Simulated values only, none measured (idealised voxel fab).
The following process module bears the name voxel gate over fins.
Cross-sectional view cut (width: 225 nm; square cell size: 5 nm).
Reading order for cross-sections: top band down to bottom band. Underlying form: a grid of square cells. Band size: one or more rows of cells.
Quick guide to a band line: top height, bottom height (nm) up front; then every material left to right with its width in nm. Only one material and it's marked "everywhere"? Then it fills the band edge to edge. And "blank" just means empty space.
Zero point of the height axis is 0; under it, received wafer = one material. Lowest band: continues down indefinitely, "0 nm and below".
A width given as "30..40" starts at the first number in the band's top row and ends at the second number in its bottom row, shifting by an equal amount at every step from row to row.
It should be understood that the words "everything unchanged", when stated for a given step, signify that the cross-section underwent no change in any of its cells during that step.
The list in "Sealed internal voids" covers empty spaces of 8 cells or more that cannot reach the top through any open way, and it gives each as width x height at distance; the distance is from the left edge, and width, height and distance are in nm.
Anything after a step's settings on that line? It's the simulator's own note about the step.
Each step line may optionally specify "overlay nm", which for a step with a mask gives the rightward distance between the mask's planned place and where it lay, a negative value indicating the leftward direction.

The process steps that were planned are listed below:
- 1: op RECEIVE | material Si
- 2: op CONFORMAL_DEP | material SiN | thk nm 5
- 3: op PATTERN | tone cover | mask id FINS | material resist | width nm 15 | pitch nm 40 | thk nm 15 | overlay nm 0
- 4: op DIRECTIONAL_ETCH | etch materials SiN | depth nm 5
- 5: op DIRECTIONAL_ETCH | etch materials Si | depth nm 40
- 6: op STRIP | etch materials resist
- 7: op OXIDIZE | depth nm 5
- 8: op FILL_DEP | material SiO2 | thk nm 10
- 9: op CMP | height nm 5
- 10: op SELECTIVE_ETCH | etch materials SiO2 | depth nm 15
- 11: op STRIP | etch materials SiN
- 12: op CONFORMAL_DEP | material HfO2 | thk nm 5
- 13: op CONFORMAL_DEP | material TiN | thk nm 5
- 14: op FILL_DEP | material W | thk nm 15
- 15: op CMP | height nm 20
- 16: op CONFORMAL_DEP | material SiCN | thk nm 5

The cross-section here shows the wafer as received, i.e. in its state after step 1:
* 0 nm and below: Si everywhere
* Sealed internal voids: none

Sectioned view, first of two wafers, at the close of the module, processed as intended in the plan:
* 25 nm to 20 nm: SiCN everywhere
* 20 nm to 10 nm: W everywhere
* 10 nm to 5 nm: 40 nm W  25 nm TiN  15 nm W  25 nm TiN  15 nm W  25 nm TiN  15 nm W  25 nm TiN  40 nm W
* 5 nm to 0 nm: 40 nm W  5 nm TiN  15 nm HfO2  5 nm TiN  15 nm W  5 nm TiN  15 nm HfO2  5 nm TiN  15 nm W  5 nm TiN  15 nm HfO2  5 nm TiN  15 nm W  5 nm TiN  15 nm HfO2  5 nm TiN  40 nm W
* 0 nm to -5 nm: 45 nm TiN  5 nm HfO2  5 nm Si  5 nm HfO2  25 nm TiN  5 nm HfO2  5 nm Si  5 nm HfO2  25 nm TiN  5 nm HfO2  5 nm Si  5 nm HfO2  25 nm TiN  5 nm HfO2  5 nm Si  5 nm HfO2  45 nm TiN
* -5 nm to -10 nm: 50 nm HfO2  5 nm Si  35 nm HfO2  5 nm Si  35 nm HfO2  5 nm Si  35 nm HfO2  5 nm Si  50 nm HfO2
* -10 nm to -45 nm: 50 nm SiO2  5 nm Si  35 nm SiO2  5 nm Si  35 nm SiO2  5 nm Si  35 nm SiO2  5 nm Si  50 nm SiO2
* -45 nm and below: Si everywhere
* Sealed internal voids: none

Wafer two, end of module, cross-section. Same start, same plan as wafer one. One mistake in the run:
* 25 nm to 20 nm: SiCN everywhere
* 20 nm to 15 nm: 30 nm W  165 nm TiN  30 nm W
* 15 nm to 10 nm: 30 nm W  5 nm TiN  35 nm HfO2  5 nm TiN  35 nm HfO2  5 nm TiN  35 nm HfO2  5 nm TiN  35 nm HfO2  5 nm TiN  30 nm W
* 10 nm to 5 nm: 35 nm TiN  35 nm HfO2  5 nm TiN  35 nm HfO2  5 nm TiN  35 nm HfO2  5 nm TiN  35 nm HfO2  35 nm TiN
* 5 nm to 0 nm: HfO2 everywhere
* 0 nm to -10 nm: 50 nm HfO2  5 nm Si  35 nm HfO2  5 nm Si  35 nm HfO2  5 nm Si  35 nm HfO2  5 nm Si  50 nm HfO2
* -10 nm to -45 nm: 50 nm SiO2  5 nm Si  35 nm SiO2  5 nm Si  35 nm SiO2  5 nm Si  35 nm SiO2  5 nm Si  50 nm SiO2
* -45 nm and below: Si everywhere
* Sealed internal voids: none
Deviation noted in wafer processing: not per plan at step 12, really ran op CONFORMAL_DEP | material HfO2 | thk nm 15
Cell-count delta at end, second wafer over first, by material: 122 more of HfO2 | 6 fewer of TiN | 116 fewer of W
